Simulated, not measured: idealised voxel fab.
Process module under the name voxel wiring stack
Xsec cut, 230 nm wide, square cell size 5 nm.
Cross-section format: a grid of square cells, given as bands from top to bottom; each band is one or more rows of cells.
Band: top and bottom heights (nm) first, top before bottom; then materials from left to right, widths in nm. "edge to edge" marks a sole material filling the band edge to edge. "empty" denotes empty space.
It should be noted that heights are counted from 0, beneath which the wafer as supplied is of one material throughout, and that the lowest band possesses no lower boundary but continues downward, as written in "z 0 and below".
Width "30..40": first value at the band's top row of cells, second value at its bottom row, equal change from row to row.
You'll sometimes find "no alteration" written for a step, and that's the way of saying that nowhere in the cross-section did a cell change during that step.
Empty spaces without an open route to the top, at least 8 cells in extent, make up the entry "Sealed voids"; each is given as width x height at distance, where the distance is measured from the left edge, and all are in nm.
Past the settings on a step's line: simulator remark, on that step.
overlay nm: right-of-plan distance of the mask on a masked step; negative values mean left-of-plan.

Listed below are the process steps as planned
1,op RECEIVE | material Si
2,op CONFORMAL_DEP | material SiO2 | thk nm 15
3,op CONFORMAL_DEP | material SiCN | thk nm 5
4,op DIRECTIONAL_DEP | material SiO2 | thk nm 25
5,op DIRECTIONAL_DEP | material aC | thk nm 10
6,op PATTERN | tone open | mask id METAL_1 | material resist | width nm 25 | pitch nm 50 | thk nm 25 | overlay nm 0
7,op DIRECTIONAL_ETCH | etch materials aC | depth nm 10
8,op STRIP | etch materials resist
9,op DIRECTIONAL_ETCH | etch materials SiO2 | depth nm 25
10,op DIRECTIONAL_ETCH | etch materials SiCN | depth nm 5
11,op STRIP | etch materials aC
12,op CONFORMAL_DEP | material TiN | thk nm 5
13,op FILL_DEP | material W | thk nm 5
14,op CMP | height nm 45
15,op CONFORMAL_DEP | material SiCN | thk nm 5
16,op DIRECTIONAL_DEP | material lowk | thk nm 15
17,op DIRECTIONAL_DEP | material aC | thk nm 15
18,op PATTERN | tone open | mask id PLUG_1 | material resist | width nm 15 | pitch nm 100 | thk nm 35 | overlay nm 0
19,op DIRECTIONAL_ETCH | etch materials aC | depth nm 15
20,op STRIP | etch materials resist
21,op DIRECTIONAL_ETCH | etch materials lowk | depth nm 15
22,op DIRECTIONAL_ETCH | etch materials SiCN | depth nm 5
23,op STRIP | etch materials aC
24,op EPI | material Ru | thk nm 10
25,op EPI | material Ru | thk nm 10
26,op CONFORMAL_DEP | material SiN | thk nm 5
27,op DIRECTIONAL_DEP | material SiO2 | thk nm 20
28,op MASKED_ETCH | tone open | mask id METAL_2 | width nm 25 | pitch nm 50 | etch materials SiO2 | depth nm 20 | overlay nm 0
29,op MASKED_ETCH | tone open | mask id METAL_2 | width nm 25 | pitch nm 50 | etch materials SiN | depth nm 5 | overlay nm 0
30,op CONFORMAL_DEP | material TiN | thk nm 5
31,op FILL_DEP | material Cu | thk nm 10
32,op CMP | height nm 90
33,op CONFORMAL_DEP | material SiCN | thk nm 5
34,op DIRECTIONAL_DEP | material SiO2 | thk nm 10
35,op DIRECTIONAL_DEP | material aC | thk nm 15
36,op PATTERN | tone open | mask id PLUG_2 | material resist | width nm 15 | pitch nm 100 | thk nm 30 | overlay nm 0
37,op DIRECTIONAL_ETCH | etch materials aC | depth nm 15
38,op STRIP | etch materials resist
39,op DIRECTIONAL_ETCH | etch materials SiO2 | depth nm 10
40,op DIRECTIONAL_ETCH | etch materials SiCN | depth nm 5
41,op STRIP | etch materials aC
42,op CONFORMAL_DEP | material TiN | thk nm 5
43,op FILL_DEP | material Ru | thk nm 5
44,op CMP | height nm 105
45,op DIRECTIONAL_DEP | material TiN | thk nm 5
46,op DIRECTIONAL_DEP | material Ru | thk nm 25
47,op DIRECTIONAL_DEP | material aC | thk nm 10
48,op PATTERN | tone cover | mask id METAL_3 | material resist | width nm 25 | pitch nm 50 | thk nm 30 | overlay nm 0
49,op DIRECTIONAL_ETCH | etch materials aC | depth nm 10
50,op STRIP | etch materials resist
51,op DIRECTIONAL_ETCH | etch materials Ru | depth nm 25
52,op DIRECTIONAL_ETCH | etch materials TiN | depth nm 5
53,op STRIP | etch materials aC
54,op CONFORMAL_DEP | material SiCN | thk nm 5
55,op FILL_DEP | material SiO2 | thk nm 10
56,op CMP | height nm 135
57,op CONFORMAL_DEP | material SiCN | thk nm 5
58,op DIRECTIONAL_DEP | material lowk | thk nm 10
59,op PATTERN | tone open | mask id PLUG_3 | material resist | width nm 15 | pitch nm 100 | thk nm 20 | overlay nm 0
60,op DIRECTIONAL_ETCH | etch materials lowk | depth nm 10
61,op DIRECTIONAL_ETCH | etch materials SiCN | depth nm 5
62,op STRIP | etch materials resist
63,op CONFORMAL_DEP | material TiN | thk nm 5
64,op FILL_DEP | material Ru | thk nm 5
65,op CMP | height nm 150
66,op DIRECTIONAL_DEP | material TiN | thk nm 5
67,op DIRECTIONAL_DEP | material W | thk nm 20
68,op PATTERN | tone cover | mask id METAL_4 | material resist | width nm 25 | pitch nm 50 | thk nm 20 | overlay nm 0
69,op DIRECTIONAL_ETCH | etch materials W | depth nm 20
70,op DIRECTIONAL_ETCH | etch materials TiN | depth nm 5
71,op STRIP | etch materials resist
72,op FILL_DEP | material SiO2 | thk nm 5
73,op CMP | height nm 175
74,op CONFORMAL_DEP | material SiN | thk nm 5

Shown in cross-section is the wafer as received, that is, as it stands after step 1
* z 0 and below = Si edge to edge
* Sealed voids: none

The plan above was carried out on the starting structure above with one mistake, and this cross-section shows the wafer at the end of the module
* z 180 to 175 = SiN edge to edge
* z 175 to 155 = SiO2=25  W=25  SiO2=25  W=25  SiO2=25  W=25  SiO2=25  W=25  SiO2=30
* z 155 to 150 = SiO2=25  TiN=25  SiO2=25  TiN=25  SiO2=25  TiN=25  SiO2=25  TiN=25  SiO2=30
* z 150 to 140 = Ru=20  TiN=5  lowk=15  TiN=5  Ru=75  TiN=5  lowk=15  TiN=5  Ru=85
* z 140 to 135 = TiN=25  SiCN=15  TiN=85  SiCN=15  TiN=90
* z 135 to 110 = SiO2=20  SiCN=5  Ru=25  SiCN=5  SiO2=15  SiCN=5  Ru=25  SiCN=5  SiO2=15  SiCN=5  Ru=25  SiCN=5  SiO2=15  SiCN=5  Ru=25  SiCN=5  SiO2=25
* z 110 to 105 = SiCN=25  TiN=25  SiCN=25  TiN=25  SiCN=25  TiN=25  SiCN=25  TiN=25  SiCN=30
* z 105 to 95 = SiO2=25  TiN=5  Ru=5  TiN=5  SiO2=85  TiN=5  Ru=5  TiN=5  SiO2=90
* z 95 to 90 = SiCN=25  TiN=15  SiCN=85  TiN=15  SiCN=90
* z 90 to 70 = SiO2=25  TiN=5  Cu=15  TiN=5  SiO2=25  TiN=5  Cu=15  TiN=5  SiO2=25  TiN=5  Cu=15  TiN=5  SiO2=25  TiN=5  Cu=15  TiN=5  SiO2=30
* z 70 to 65 = SiN=25  TiN=25  SiN=25  TiN=25  SiN=25  TiN=25  SiN=25  TiN=25  SiN=30
* z 65 to 50 = lowk=25  Ru=15  lowk=85  Ru=15  lowk=90
* z 50 to 45 = SiCN=25  Ru=15  SiCN=85  Ru=15  SiCN=90
* z 45 to 20 = SiO2=25  TiN=5  W=15  TiN=5  SiO2=25  TiN=5  W=15  TiN=5  SiO2=25  TiN=5  W=15  TiN=5  SiO2=25  TiN=5  W=15  TiN=5  SiO2=30
* z 20 to 15 = SiCN=25  TiN=25  SiCN=25  TiN=25  SiCN=25  TiN=25  SiCN=25  TiN=25  SiCN=30
* z 15 to 0 = SiO2 edge to edge
* z 0 and below = Si edge to edge
* Sealed voids: none
Here's what went sideways: in deviation from the planned setting, step 59 was conducted as op PATTERN | tone cover | mask id PLUG_3 | material resist | width nm 15 | pitch nm 100 | thk nm 20 | overlay nm 0
